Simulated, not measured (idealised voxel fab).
Herein follows the process module entitled voxel self aligned contacts.
The figure presents cross-section cut, which has a width of 195 nm and is divided into square cells with an edge length of 5 nm.
A cross-section is written here as square cells arranged in a grid, and it is given in bands from the top down, each band taking up one or more rows of cells. Top height, bottom height, nm. Materials left to right, width each, nm. Single material + "everywhere" = fills band edge to edge. "air" = empty. Heights are measured from 0, the level below which the as-received wafer is all one material; the lowest band has no bottom and continues downward, written as in "from 0 down". Top row gets the first number, bottom row gets the second, and each row in between changes by the same step: that is how a band width like "30..40" works. Step note "no alteration" = no cross-section cell changed. Voids not open to the top, 8 cells minimum: see "Catalogued sealed voids". Written width x height at distance; distance is from the left edge; nm. What comes after the settings on a step's line is commentary from the simulator itself on that step. overlay nm: on a step with a mask, how far right of its planned place the mask lay; negative means left.

## These are the steps we planned for the process
1) RECEIVE, material Si
2) OXIDIZE, depth nm 5
3) DIRECTIONAL_DEP, material polySi, thk nm 30
4) DIRECTIONAL_DEP, material SiN, thk nm 25
5) PATTERN, tone cover, mask id GATE, material resist, width nm 30, pitch nm 75, thk nm 15, overlay nm 0
6) DIRECTIONAL_ETCH, etch materials SiN, depth nm 25
7) DIRECTIONAL_ETCH, etch materials polySi, depth nm 30
8) STRIP, etch materials resist
9) CONFORMAL_DEP, material SiN, thk nm 10
10) DIRECTIONAL_ETCH, etch materials SiN, depth nm 10
11) FILL_DEP, material SiO2, thk nm 20
12) CMP, height nm 65
13) MASKED_ETCH, tone open, mask id CONTACT, width nm 55, etch materials SiO2, depth nm 70, overlay nm 0
14) CONFORMAL_DEP, material TiN, thk nm 5
15) FILL_DEP, material W, thk nm 5
16) CMP, height nm 65
17) CONFORMAL_DEP, material SiCN, thk nm 5

## Cross-section: wafer on arrival = after step 1
* from 0 down: Si everywhere
* Catalogued sealed voids: none

## Here's the wafer cut in cross-section after the module, started and planned just like above, except one thing was done wrong in the run
* from 70 to 65: SiCN everywhere
* from 65 to 55: 80 of SiO2; 5..10 of TiN; 45..15 of W; 5..30 of TiN; 60 of SiO2
* from 55 to 30: 35 of SiO2; 50 of SiN; 5 of TiN; 15 of W; 5 of TiN; 50 of SiN; 35 of SiO2
* from 30 to 0: 35 of SiO2; 10 of SiN; 30 of polySi; 10 of SiN; 5 of TiN; 15 of W; 5 of TiN; 10 of SiN; 30 of polySi; 10 of SiN; 35 of SiO2
* from 0 to -5: 85 of SiO2; 25 of TiN; 85 of SiO2
* from -5 down: Si everywhere
* Catalogued sealed voids: none
Which mistake was made when the wafer was run? heads up, step 13 didn't go per plan, it actually ran as MASKED_ETCH, tone open, mask id CONTACT, width nm 55, etch materials SiO2, depth nm 70, overlay nm 10
